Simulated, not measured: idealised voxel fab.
The name of this process module is voxel double patterning.
The cross-section shown here is cut; it is 210 nm wide and divided into square cells measuring 5 nm on a side.
If you're reading a cross-section in this doc, picture square cells in a grid; it comes to you as bands, top ones listed first down to the bottom, and a band can be one or more rows of cells.
What a band's entry tells you: where the top is and where the bottom is, as heights in nm, and after that what lies inside, material by material from left to right, each with its width in nm. Empty space is written as the word "blank", and a single material marked with the word "full width" occupies the band from edge to edge.
Counting heights begins at 0, where everything beneath is, in the wafer as received, one material. The lowest band has no bottom; it goes on downwards, as "0 down" shows.
So if you see something like "30 to 40" for the width, read it as the top row of the band sitting at the first number and the bottom row at the second, with every row in between moving by the same amount as the last.
"no change" means the step left every cell of the cross-section as it was.
Look at "Trapped void list" for the closed voids: empty spaces with no open path to the top, sized 8 cells or up. Each is width x height at distance, distance from the left edge, all nm.
That trailing text on a step's line, after the settings, is the simulator's own remark on the step.
overlay nm, on a step with a mask: how far to the right of its planned place the mask lay; to the left if negative
Read each pair as before and after one process step. The after cross-section shows only down to the lowest band that changed. The step between them and its settings are given below the pair. Pairs can come from different runs of this module on the same starting wafer. A pair continues from the pair above only where its "Before the process" entry says so.
Before the process:
    0 down | Si full width
    Trapped void list: none
As Processed:
    5 to 0 | SiO2 full width
    All layers under 0 are left as they were.
    Trapped void list: none
To go from the before cross-section above to the after cross-section, apply op CONFORMAL_DEP | material SiO2 | thk nm 5
Before the process: For the state before this step, see the after cross-section of the pair located directly above.
As Processed:
    20 to 5 | polySi full width
    All layers under 5 are left as they were.
    Trapped void list: none
To go from the before cross-section above to the after cross-section, apply op DIRECTIONAL_DEP | material polySi | thk nm 15
Before the process: For the state before this step, see the after cross-section of the pair located directly above.
As Processed:
    25 to 20 | SiCN full width
    All layers under 20 are left as they were.
    Trapped void list: none
To go from the before cross-section above to the after cross-section, apply op DIRECTIONAL_DEP | material SiCN | thk nm 5
Before the process: For the state before this step, see the after cross-section of the pair located directly above.
As Processed:
    40 to 25 | 45 resist | 15 blank | 35 resist | 15 blank | 35 resist | 15 blank | 50 resist
    All layers under 25 are left as they were.
    Trapped void list: none
To go from the before cross-section above to the after cross-section, apply op PATTERN | tone open | mask id FIRST | material resist | width nm 15 | pitch nm 50 | thk nm 15 | overlay nm 0
Before the process: For the state before this step, see the after cross-section of the pair located directly above.
As Processed:
    40 to 25 | 45 resist | 15 blank | 35 resist | 15 blank | 35 resist | 15 blank | 50 resist
    25 to 20 | 45 SiCN | 15 blank | 35 SiCN | 15 blank | 35 SiCN | 15 blank | 50 SiCN
    All layers under 20 are left as they were.
    Trapped void list: none
To go from the before cross-section above to the after cross-section, apply op DIRECTIONAL_ETCH | etch materials SiCN | depth nm 5
Before the process: For the state before this step, see the after cross-section of the pair located directly above.
As Processed:
    25 to 20 | 45 SiCN | 15 blank | 35 SiCN | 15 blank | 35 SiCN | 15 blank | 50 SiCN
    All layers under 20 are left as they were.
    Trapped void list: none
To go from the before cross-section above to the after cross-section, apply op STRIP | etch materials resist
Before the process: For the state before this step, see the after cross-section of the pair located directly above.
As Processed:
    45 to 25 | 70 resist | 15 blank | 35 resist | 15 blank | 75 resist
    25 to 20 | 45 SiCN | 15 resist | 35 SiCN | 15 resist | 35 SiCN | 15 resist | 50 SiCN
    All layers under 20 are left as they were.
    Trapped void list: none
To go from the before cross-section above to the after cross-section, apply op PATTERN | tone open | mask id SECOND | material resist | width nm 15 | pitch nm 50 | thk nm 20 | overlay nm 0
Before the process: For the state before this step, see the after cross-section of the pair located directly above.
As Processed:
    45 to 25 | 70 resist | 15 blank | 35 resist | 15 blank | 75 resist
    25 to 20 | 45 SiCN | 15 resist | 10 SiCN | 15 blank | 10 SiCN | 15 resist | 10 SiCN | 15 blank | 10 SiCN | 15 resist | 50 SiCN
    All layers under 20 are left as they were.
    Trapped void list: none
To go from the before cross-section above to the after cross-section, apply op DIRECTIONAL_ETCH | etch materials SiCN | depth nm 5
Before the process: For the state before this step, see the after cross-section of the pair located directly above.
As Processed:
    25 to 20 | 45 SiCN | 15 blank | 10 SiCN | 15 blank | 10 SiCN | 15 blank | 10 SiCN | 15 blank | 10 SiCN | 15 blank | 50 SiCN
    All layers under 20 are left as they were.
    Trapped void list: none
To go from the before cross-section above to the after cross-section, apply op STRIP | etch materials resist
Before the process: For the state before this step, see the after cross-section of the pair located directly above.
As Processed:
    25 to 20 | 45 SiCN | 15 blank | 10 SiCN | 15 blank | 10 SiCN | 15 blank | 10 SiCN | 15 blank | 10 SiCN | 15 blank | 50 SiCN
    20 to 5 | 45 polySi | 15 blank | 10 polySi | 15 blank | 10 polySi | 15 blank | 10 polySi | 15 blank | 10 polySi | 15 blank | 50 polySi
    All layers under 5 are left as they were.
    Trapped void list: none
To go from the before cross-section above to the after cross-section, apply op DIRECTIONAL_ETCH | etch materials polySi | depth nm 15
Before the process: For the state before this step, see the after cross-section of the pair located directly above.
As Processed:
    20 to 5 | 45 polySi | 15 blank | 10 polySi | 15 blank | 10 polySi | 15 blank | 10 polySi | 15 blank | 10 polySi | 15 blank | 50 polySi
    All layers under 5 are left as they were.
    Trapped void list: none
To go from the before cross-section above to the after cross-section, apply op STRIP | etch materials SiCN
Before the process:
    20 to 5 | polySi full width
    5 to 0 | SiO2 full width
    0 down | Si full width
    Trapped void list: none
As Processed:
    35 to 5 | polySi full width
    All layers under 5 are left as they were.
    Trapped void list: none
To go from the before cross-section above to the after cross-section, apply op DIRECTIONAL_DEP | material polySi | thk nm 15
Before the process: For the state before this step, see the after cross-section of the pair located directly above.
As Processed:
    40 to 35 | SiCN full width
    All layers under 35 are left as they were.
    Trapped void list: none
To go from the before cross-section above to the after cross-section, apply op DIRECTIONAL_DEP | material SiCN | thk nm 5
Before the process: For the state before this step, see the after cross-section of the pair located directly above.
As Processed:
    55 to 40 | 45 resist | 15 blank | 35 resist | 15 blank | 35 resist | 15 blank | 50 resist
    All layers under 40 are left as they were.
    Trapped void list: none
To go from the before cross-section above to the after cross-section, apply op PATTERN | tone open | mask id FIRST | material resist | width nm 15 | pitch nm 50 | thk nm 15 | overlay nm 0
Before the process: For the state before this step, see the after cross-section of the pair located directly above.
As Processed:
    55 to 40 | 45 resist | 15 blank | 35 resist | 15 blank | 35 resist | 15 blank | 50 resist
    40 to 35 | 45 SiCN | 15 blank | 35 SiCN | 15 blank | 35 SiCN | 15 blank | 50 SiCN
    All layers under 35 are left as they were.
    Trapped void list: none
To go from the before cross-section above to the after cross-section, apply op DIRECTIONAL_ETCH | etch materials SiCN | depth nm 5
Before the process: For the state before this step, see the after cross-section of the pair located directly above.
As Processed:
    40 to 35 | 45 SiCN | 15 blank | 35 SiCN | 15 blank | 35 SiCN | 15 blank | 50 SiCN
    All layers under 35 are left as they were.
    Trapped void list: none
To go from the before cross-section above to the after cross-section, apply op STRIP | etch materials resist
Before the process: For the state before this step, see the after cross-section of the pair located directly above.
As Processed:
    60 to 40 | 70 resist | 15 blank | 35 resist | 15 blank | 75 resist
    40 to 35 | 45 SiCN | 15 resist | 35 SiCN | 15 resist | 35 SiCN | 15 resist | 50 SiCN
    All layers under 35 are left as they were.
    Trapped void list: none
To go from the before cross-section above to the after cross-section, apply op PATTERN | tone open | mask id SECOND | material resist | width nm 15 | pitch nm 50 | thk nm 20 | overlay nm 0
Before the process: For the state before this step, see the after cross-section of the pair located directly above.
As Processed:
    60 to 40 | 70 resist | 15 blank | 35 resist | 15 blank | 75 resist
    40 to 35 | 45 SiCN | 15 resist | 10 SiCN | 15 blank | 10 SiCN | 15 resist | 10 SiCN | 15 blank | 10 SiCN | 15 resist | 50 SiCN
    All layers under 35 are left as they were.
    Trapped void list: none
To go from the before cross-section above to the after cross-section, apply op DIRECTIONAL_ETCH | etch materials SiCN | depth nm 5
Before the process: For the state before this step, see the after cross-section of the pair located directly above.
As Processed:
    40 to 35 | 45 SiCN | 15 blank | 10 SiCN | 15 blank | 10 SiCN | 15 blank | 10 SiCN | 15 blank | 10 SiCN | 15 blank | 50 SiCN
    All layers under 35 are left as they were.
    Trapped void list: none
To go from the before cross-section above to the after cross-section, apply op STRIP | etch materials resist
Before the process: For the state before this step, see the after cross-section of the pair located directly above.
As Processed:
    40 to 35 | 45 SiCN | 15 blank | 10 SiCN | 15 blank | 10 SiCN | 15 blank | 10 SiCN | 15 blank | 10 SiCN | 15 blank | 50 SiCN
    35 to 20 | 45 polySi | 15 blank | 10 polySi | 15 blank | 10 polySi | 15 blank | 10 polySi | 15 blank | 10 polySi | 15 blank | 50 polySi
    All layers under 20 are left as they were.
    Trapped void list: none
To go from the before cross-section above to the after cross-section, apply op DIRECTIONAL_ETCH | etch materials polySi | depth nm 15
Before the process: For the state before this step, see the after cross-section of the pair located directly above.
As Processed:
    35 to 20 | 45 polySi | 15 blank | 10 polySi | 15 blank | 10 polySi | 15 blank | 10 polySi | 15 blank | 10 polySi | 15 blank | 50 polySi
    All layers under 20 are left as they were.
    Trapped void list: none
To go from the before cross-section above to the after cross-section, apply op STRIP | etch materials SiCN
Before the process:
    0 down | Si full width
    Trapped void list: none
As Processed:
    15 to 0 | polySi full width
    All layers under 0 are left as they were.
    Trapped void list: none
To go from the before cross-section above to the after cross-section, apply op DIRECTIONAL_DEP | material polySi | thk nm 15
Before the process: For the state before this step, see the after cross-section of the pair located directly above.
As Processed:
    20 to 15 | SiO2 full width
    All layers under 15 are left as they were.
    Trapped void list: none
To go from the before cross-section above to the after cross-section, apply op CONFORMAL_DEP | material SiO2 | thk nm 5
Before the process: For the state before this step, see the after cross-section of the pair located directly above.
As Processed:
    25 to 20 | SiCN full width
    All layers under 20 are left as they were.
    Trapped void list: none
To go from the before cross-section above to the after cross-section, apply op DIRECTIONAL_DEP | material SiCN | thk nm 5
Before the process: For the state before this step, see the after cross-section of the pair located directly above.
As Processed:
    40 to 25 | 45 resist | 15 blank | 35 resist | 15 blank | 35 resist | 15 blank | 50 resist
    All layers under 25 are left as they were.
    Trapped void list: none
To go from the before cross-section above to the after cross-section, apply op PATTERN | tone open | mask id FIRST | material resist | width nm 15 | pitch nm 50 | thk nm 15 | overlay nm 0
Before the process: For the state before this step, see the after cross-section of the pair located directly above.
As Processed:
    40 to 25 | 45 resist | 15 blank | 35 resist | 15 blank | 35 resist | 15 blank | 50 resist
    25 to 20 | 45 SiCN | 15 blank | 35 SiCN | 15 blank | 35 SiCN | 15 blank | 50 SiCN
    All layers under 20 are left as they were.
    Trapped void list: none
To go from the before cross-section above to the after cross-section, apply op DIRECTIONAL_ETCH | etch materials SiCN | depth nm 5
Before the process: For the state before this step, see the after cross-section of the pair located directly above.
As Processed:
    25 to 20 | 45 SiCN | 15 blank | 35 SiCN | 15 blank | 35 SiCN | 15 blank | 50 SiCN
    All layers under 20 are left as they were.
    Trapped void list: none
To go from the before cross-section above to the after cross-section, apply op STRIP | etch materials resist
Before the process: For the state before this step, see the after cross-section of the pair located directly above.
As Processed:
    45 to 25 | 70 resist | 15 blank | 35 resist | 15 blank | 75 resist
    25 to 20 | 45 SiCN | 15 resist | 35 SiCN | 15 resist | 35 SiCN | 15 resist | 50 SiCN
    All layers under 20 are left as they were.
    Trapped void list: none
To go from the before cross-section above to the after cross-section, apply op PATTERN | tone open | mask id SECOND | material resist | width nm 15 | pitch nm 50 | thk nm 20 | overlay nm 0
Before the process: For the state before this step, see the after cross-section of the pair located directly above.
As Processed:
    45 to 25 | 70 resist | 15 blank | 35 resist | 15 blank | 75 resist
    25 to 20 | 45 SiCN | 15 resist | 10 SiCN | 15 blank | 10 SiCN | 15 resist | 10 SiCN | 15 blank | 10 SiCN | 15 resist | 50 SiCN
    All layers under 20 are left as they were.
    Trapped void list: none
To go from the before cross-section above to the after cross-section, apply op DIRECTIONAL_ETCH | etch materials SiCN | depth nm 5
Before the process: For the state before this step, see the after cross-section of the pair located directly above.
As Processed:
    25 to 20 | 45 SiCN | 15 blank | 10 SiCN | 15 blank | 10 SiCN | 15 blank | 10 SiCN | 15 blank | 10 SiCN | 15 blank | 50 SiCN
    All layers under 20 are left as they were.
    Trapped void list: none
To go from the before cross-section above to the after cross-section, apply op STRIP | etch materials resist
Before the process: For the state before this step, see the after cross-section of the pair located directly above.
As Processed:
    20 to 15 | SiO2 full width
    All layers under 15 are left as they were.
    Trapped void list: none
To go from the before cross-section above to the after cross-section, apply op STRIP | etch materials SiCN
Before the process:
    5 to 0 | SiO2 full width
    0 down | Si full width
    Trapped void list: none
As Processed:
    30 to 5 | polySi full width
    All layers under 5 are left as they were.
    Trapped void list: none
To go from the before cross-section above to the after cross-section, apply op DIRECTIONAL_DEP | material polySi | thk nm 25
Before the process: For the state before this step, see the after cross-section of the pair located directly above.
As Processed:
    35 to 30 | SiCN full width
    All layers under 30 are left as they were.
    Trapped void list: none
To go from the before cross-section above to the after cross-section, apply op DIRECTIONAL_DEP | material SiCN | thk nm 5
Before the process: For the state before this step, see the after cross-section of the pair located directly above.
As Processed:
    50 to 35 | 45 resist | 15 blank | 35 resist | 15 blank | 35 resist | 15 blank | 50 resist
    All layers under 35 are left as they were.
    Trapped void list: none
To go from the before cross-section above to the after cross-section, apply op PATTERN | tone open | mask id FIRST | material resist | width nm 15 | pitch nm 50 | thk nm 15 | overlay nm 0
Before the process: For the state before this step, see the after cross-section of the pair located directly above.
As Processed:
    50 to 35 | 45 resist | 15 blank | 35 resist | 15 blank | 35 resist | 15 blank | 50 resist
    35 to 30 | 45 SiCN | 15 blank | 35 SiCN | 15 blank | 35 SiCN | 15 blank | 50 SiCN
    All layers under 30 are left as they were.
    Trapped void list: none
To go from the before cross-section above to the after cross-section, apply op DIRECTIONAL_ETCH | etch materials SiCN | depth nm 5
Before the process: For the state before this step, see the after cross-section of the pair located directly above.
As Processed:
    35 to 30 | 45 SiCN | 15 blank | 35 SiCN | 15 blank | 35 SiCN | 15 blank | 50 SiCN
    All layers under 30 are left as they were.
    Trapped void list: none
To go from the before cross-section above to the after cross-section, apply op STRIP | etch materials resist
Before the process: For the state before this step, see the after cross-section of the pair located directly above.
As Processed:
    55 to 35 | 70 resist | 15 blank | 35 resist | 15 blank | 75 resist
    35 to 30 | 45 SiCN | 15 resist | 35 SiCN | 15 resist | 35 SiCN | 15 resist | 50 SiCN
    All layers under 30 are left as they were.
    Trapped void list: none
To go from the before cross-section above to the after cross-section, apply op PATTERN | tone open | mask id SECOND | material resist | width nm 15 | pitch nm 50 | thk nm 20 | overlay nm 0
Before the process: For the state before this step, see the after cross-section of the pair located directly above.
As Processed:
    55 to 35 | 70 resist | 15 blank | 35 resist | 15 blank | 75 resist
    35 to 30 | 45 SiCN | 15 resist | 10 SiCN | 15 blank | 10 SiCN | 15 resist | 10 SiCN | 15 blank | 10 SiCN | 15 resist | 50 SiCN
    All layers under 30 are left as they were.
    Trapped void list: none
To go from the before cross-section above to the after cross-section, apply op DIRECTIONAL_ETCH | etch materials SiCN | depth nm 5
Before the process: For the state before this step, see the after cross-section of the pair located directly above.
As Processed:
    35 to 30 | 45 SiCN | 15 blank | 10 SiCN | 15 blank | 10 SiCN | 15 blank | 10 SiCN | 15 blank | 10 SiCN | 15 blank | 50 SiCN
    All layers under 30 are left as they were.
    Trapped void list: none
To go from the before cross-section above to the after cross-section, apply op STRIP | etch materials resist
Before the process: For the state before this step, see the after cross-section of the pair located directly above.
As Processed:
    35 to 30 | 45 SiCN | 15 blank | 10 SiCN | 15 blank | 10 SiCN | 15 blank | 10 SiCN | 15 blank | 10 SiCN | 15 blank | 50 SiCN
    30 to 15 | 45 polySi | 15 blank | 10 polySi | 15 blank | 10 polySi | 15 blank | 10 polySi | 15 blank | 10 polySi | 15 blank | 50 polySi
    All layers under 15 are left as they were.
    Trapped void list: none
To go from the before cross-section above to the after cross-section, apply op DIRECTIONAL_ETCH | etch materials polySi | depth nm 15
Before the process: For the state before this step, see the after cross-section of the pair located directly above.
As Processed:
    30 to 15 | 45 polySi | 15 blank | 10 polySi | 15 blank | 10 polySi | 15 blank | 10 polySi | 15 blank | 10 polySi | 15 blank | 50 polySi
    All layers under 15 are left as they were.
    Trapped void list: none
To go from the before cross-section above to the after cross-section, apply op STRIP | etch materials SiCN
Before the process:
    25 to 20 | 45 SiCN | 15 blank | 35 SiCN | 15 blank | 35 SiCN | 15 blank | 50 SiCN
    20 to 5 | polySi full width
    5 to 0 | SiO2 full width
    0 down | Si full width
    Trapped void list: none
As Processed:
    45 to 25 | 70 resist | 20 blank | 30 resist | 20 blank | 70 resist
    25 to 20 | 45 SiCN | 15 resist | 35 SiCN | 15 resist | 35 SiCN | 15 resist | 50 SiCN
    All layers under 20 are left as they were.
    Trapped void list: none
To go from the before cross-section above to the after cross-section, apply op PATTERN | tone open | mask id SECOND | material resist | width nm 20 | pitch nm 50 | thk nm 20 | overlay nm 0
Before the process: For the state before this step, see the after cross-section of the pair located directly above.
As Processed:
    45 to 25 | 70 resist | 20 blank | 30 resist | 20 blank | 70 resist
    25 to 20 | 45 SiCN | 15 resist | 10 SiCN | 20 blank | 5 SiCN | 15 resist | 10 SiCN | 20 blank | 5 SiCN | 15 resist | 50 SiCN
    All layers under 20 are left as they were.
    Trapped void list: none
To go from the before cross-section above to the after cross-section, apply op DIRECTIONAL_ETCH | etch materials SiCN | depth nm 5
Before the process: For the state before this step, see the after cross-section of the pair located directly above.
As Processed:
    25 to 20 | 45 SiCN | 15 blank | 10 SiCN | 20 blank | 5 SiCN | 15 blank | 10 SiCN | 20 blank | 5 SiCN | 15 blank | 50 SiCN
    All layers under 20 are left as they were.
    Trapped void list: none
To go from the before cross-section above to the after cross-section, apply op STRIP | etch materials resist
Before the process: For the state before this step, see the after cross-section of the pair located directly above.
As Processed:
    25 to 20 | 45 SiCN | 15 blank | 10 SiCN | 20 blank | 5 SiCN | 15 blank | 10 SiCN | 20 blank | 5 SiCN | 15 blank | 50 SiCN
    20 to 5 | 45 polySi | 15 blank | 10 polySi | 20 blank | 5 polySi | 15 blank | 10 polySi | 20 blank | 5 polySi | 15 blank | 50 polySi
    All layers under 5 are left as they were.
    Trapped void list: none
To go from the before cross-section above to the after cross-section, apply op DIRECTIONAL_ETCH | etch materials polySi | depth nm 15
Before the process: For the state before this step, see the after cross-section of the pair located directly above.
As Processed:
    20 to 5 | 45 polySi | 15 blank | 10 polySi | 20 blank | 5 polySi | 15 blank | 10 polySi | 20 blank | 5 polySi | 15 blank | 50 polySi
    All layers under 5 are left as they were.
    Trapped void list: none
To go from the before cross-section above to the after cross-section, apply op STRIP | etch materials SiCN
Before the process:
    25 to 20 | SiCN full width
    20 to 5 | polySi full width
    5 to 0 | SiO2 full width
    0 down | Si full width
    Trapped void list: none
As Processed:
    40 to 25 | 40 resist | 15 blank | 35 resist | 15 blank | 35 resist | 15 blank | 55 resist
    All layers under 25 are left as they were.
    Trapped void list: none
To go from the before cross-section above to the after cross-section, apply op PATTERN | tone open | mask id FIRST | material resist | width nm 15 | pitch nm 50 | thk nm 15 | overlay nm -5
Before the process: For the state before this step, see the after cross-section of the pair located directly above.
As Processed:
    40 to 25 | 40 resist | 15 blank | 35 resist | 15 blank | 35 resist | 15 blank | 55 resist
    25 to 20 | 40 SiCN | 15 blank | 35 SiCN | 15 blank | 35 SiCN | 15 blank | 55 SiCN
    All layers under 20 are left as they were.
    Trapped void list: none
To go from the before cross-section above to the after cross-section, apply op DIRECTIONAL_ETCH | etch materials SiCN | depth nm 5
Before the process: For the state before this step, see the after cross-section of the pair located directly above.
As Processed:
    25 to 20 | 40 SiCN | 15 blank | 35 SiCN | 15 blank | 35 SiCN | 15 blank | 55 SiCN
    All layers under 20 are left as they were.
    Trapped void list: none
To go from the before cross-section above to the after cross-section, apply op STRIP | etch materials resist
Before the process: For the state before this step, see the after cross-section of the pair located directly above.
As Processed:
    45 to 25 | 70 resist | 15 blank | 35 resist | 15 blank | 75 resist
    25 to 20 | 40 SiCN | 15 resist | 35 SiCN | 15 resist | 35 SiCN | 15 resist | 55 SiCN
    All layers under 20 are left as they were.
    Trapped void list: none
To go from the before cross-section above to the after cross-section, apply op PATTERN | tone open | mask id SECOND | material resist | width nm 15 | pitch nm 50 | thk nm 20 | overlay nm 0
Before the process: For the state before this step, see the after cross-section of the pair located directly above.
As Processed:
    45 to 25 | 70 resist | 15 blank | 35 resist | 15 blank | 75 resist
    25 to 20 | 40 SiCN | 15 resist | 15 SiCN | 15 blank | 5 SiCN | 15 resist | 15 SiCN | 15 blank | 5 SiCN | 15 resist | 55 SiCN
    All layers under 20 are left as they were.
    Trapped void list: none
To go from the before cross-section above to the after cross-section, apply op DIRECTIONAL_ETCH | etch materials SiCN | depth nm 5
Before the process: For the state before this step, see the after cross-section of the pair located directly above.
As Processed:
    25 to 20 | 40 SiCN | 15 blank | 15 SiCN | 15 blank | 5 SiCN | 15 blank | 15 SiCN | 15 blank | 5 SiCN | 15 blank | 55 SiCN
    All layers under 20 are left as they were.
    Trapped void list: none
To go from the before cross-section above to the after cross-section, apply op STRIP | etch materials resist
Before the process: For the state before this step, see the after cross-section of the pair located directly above.
As Processed:
    25 to 20 | 40 SiCN | 15 blank | 15 SiCN | 15 blank | 5 SiCN | 15 blank | 15 SiCN | 15 blank | 5 SiCN | 15 blank | 55 SiCN
    20 to 5 | 40 polySi | 15 blank | 15 polySi | 15 blank | 5 polySi | 15 blank | 15 polySi | 15 blank | 5 polySi | 15 blank | 55 polySi
    All layers under 5 are left as they were.
    Trapped void list: none
To go from the before cross-section above to the after cross-section, apply op DIRECTIONAL_ETCH | etch materials polySi | depth nm 15
Before the process: For the state before this step, see the after cross-section of the pair located directly above.
As Processed:
    20 to 5 | 40 polySi | 15 blank | 15 polySi | 15 blank | 5 polySi | 15 blank | 15 polySi | 15 blank | 5 polySi | 15 blank | 55 polySi
    All layers under 5 are left as they were.
    Trapped void list: none
To go from the before cross-section above to the after cross-section, apply op STRIP | etch materials SiCN
Before the process:
    20 to 5 | polySi full width
    5 to 0 | SiO2 full width
    0 down | Si full width
    Trapped void list: none
As Processed:
    25 to 20 | SiO2 full width
    All layers under 20 are left as they were.
    Trapped void list: none
To go from the before cross-section above to the after cross-section, apply op DIRECTIONAL_DEP | material SiO2 | thk nm 5
Before the process: For the state before this step, see the after cross-section of the pair located directly above.
As Processed:
    40 to 25 | 45 resist | 15 blank | 35 resist | 15 blank | 35 resist | 15 blank | 50 resist
    All layers under 25 are left as they were.
    Trapped void list: none
To go from the before cross-section above to the after cross-section, apply op PATTERN | tone open | mask id FIRST | material resist | width nm 15 | pitch nm 50 | thk nm 15 | overlay nm 0
Before the process: For the state before this step, see the after cross-section of the pair located directly above.
As Processed:
    25 to 20 | SiO2 full width
    All layers under 20 are left as they were.
    Trapped void list: none
To go from the before cross-section above to the after cross-section, apply op STRIP | etch materials resist
Before the process: For the state before this step, see the after cross-section of the pair located directly above.
As Processed:
    45 to 25 | 70 resist | 15 blank | 35 resist | 15 blank | 75 resist
    All layers under 25 are left as they were.
    Trapped void list: none
To go from the before cross-section above to the after cross-section, apply op PATTERN | tone open | mask id SECOND | material resist | width nm 15 | pitch nm 50 | thk nm 20 | overlay nm 0
Before the process: For the state before this step, see the after cross-section of the pair located directly above.
As Processed:
    25 to 20 | SiO2 full width
    All layers under 20 are left as they were.
    Trapped void list: none
To go from the before cross-section above to the after cross-section, apply op STRIP | etch materials resist
Before the process:
    25 to 20 | SiCN full width
    20 to 5 | polySi full width
    5 to 0 | SiO2 full width
    0 down | Si full width
    Trapped void list: none
As Processed:
    40 to 25 | 45 blank | 15 resist | 35 blank | 15 resist | 35 blank | 15 resist | 50 blank
    All layers under 25 are left as they were.
    Trapped void list: none
To go from the before cross-section above to the after cross-section, apply op PATTERN | tone cover | mask id FIRST | material resist | width nm 15 | pitch nm 50 | thk nm 15 | overlay nm 0
Before the process: For the state before this step, see the after cross-section of the pair located directly above.
As Processed:
    40 to 25 | 45 blank | 15 resist | 35 blank | 15 resist | 35 blank | 15 resist | 50 blank
    25 to 20 | 45 blank | 15 SiCN | 35 blank | 15 SiCN | 35 blank | 15 SiCN | 50 blank
    All layers under 20 are left as they were.
    Trapped void list: none
To go from the before cross-section above to the after cross-section, apply op DIRECTIONAL_ETCH | etch materials SiCN | depth nm 5
Before the process: For the state before this step, see the after cross-section of the pair located directly above.
As Processed:
    25 to 20 | 45 blank | 15 SiCN | 35 blank | 15 SiCN | 35 blank | 15 SiCN | 50 blank
    All layers under 20 are left as they were.
    Trapped void list: none
To go from the before cross-section above to the after cross-section, apply op STRIP | etch materials resist
Before the process: For the state before this step, see the after cross-section of the pair located directly above.
As Processed:
    45 to 25 | 70 resist | 15 blank | 35 resist | 15 blank | 75 resist
    25 to 20 | 45 resist | 15 SiCN | 10 resist | 15 blank | 10 resist | 15 SiCN | 10 resist | 15 blank | 10 resist | 15 SiCN | 50 resist
    All layers under 20 are left as they were.
    Trapped void list: none
To go from the before cross-section above to the after cross-section, apply op PATTERN | tone open | mask id SECOND | material resist | width nm 15 | pitch nm 50 | thk nm 20 | overlay nm 0
Before the process: For the state before this step, see the after cross-section of the pair located directly above.
As Processed:
    25 to 20 | 45 blank | 15 SiCN | 35 blank | 15 SiCN | 35 blank | 15 SiCN | 50 blank
    All layers under 20 are left as they were.
    Trapped void list: none
To go from the before cross-section above to the after cross-section, apply op STRIP | etch materials resist
Before the process: For the state before this step, see the after cross-section of the pair located directly above.
As Processed:
    25 to 20 | 45 blank | 15 SiCN | 35 blank | 15 SiCN | 35 blank | 15 SiCN | 50 blank
    20 to 5 | 45 blank | 15 polySi | 35 blank | 15 polySi | 35 blank | 15 polySi | 50 blank
    All layers under 5 are left as they were.
    Trapped void list: none
To go from the before cross-section above to the after cross-section, apply op DIRECTIONAL_ETCH | etch materials polySi | depth nm 15
Before the process: For the state before this step, see the after cross-section of the pair located directly above.
As Processed:
    20 to 5 | 45 blank | 15 polySi | 35 blank | 15 polySi | 35 blank | 15 polySi | 50 blank
    All layers under 5 are left as they were.
    Trapped void list: none
To go from the before cross-section above to the after cross-section, apply op STRIP | etch materials SiCN
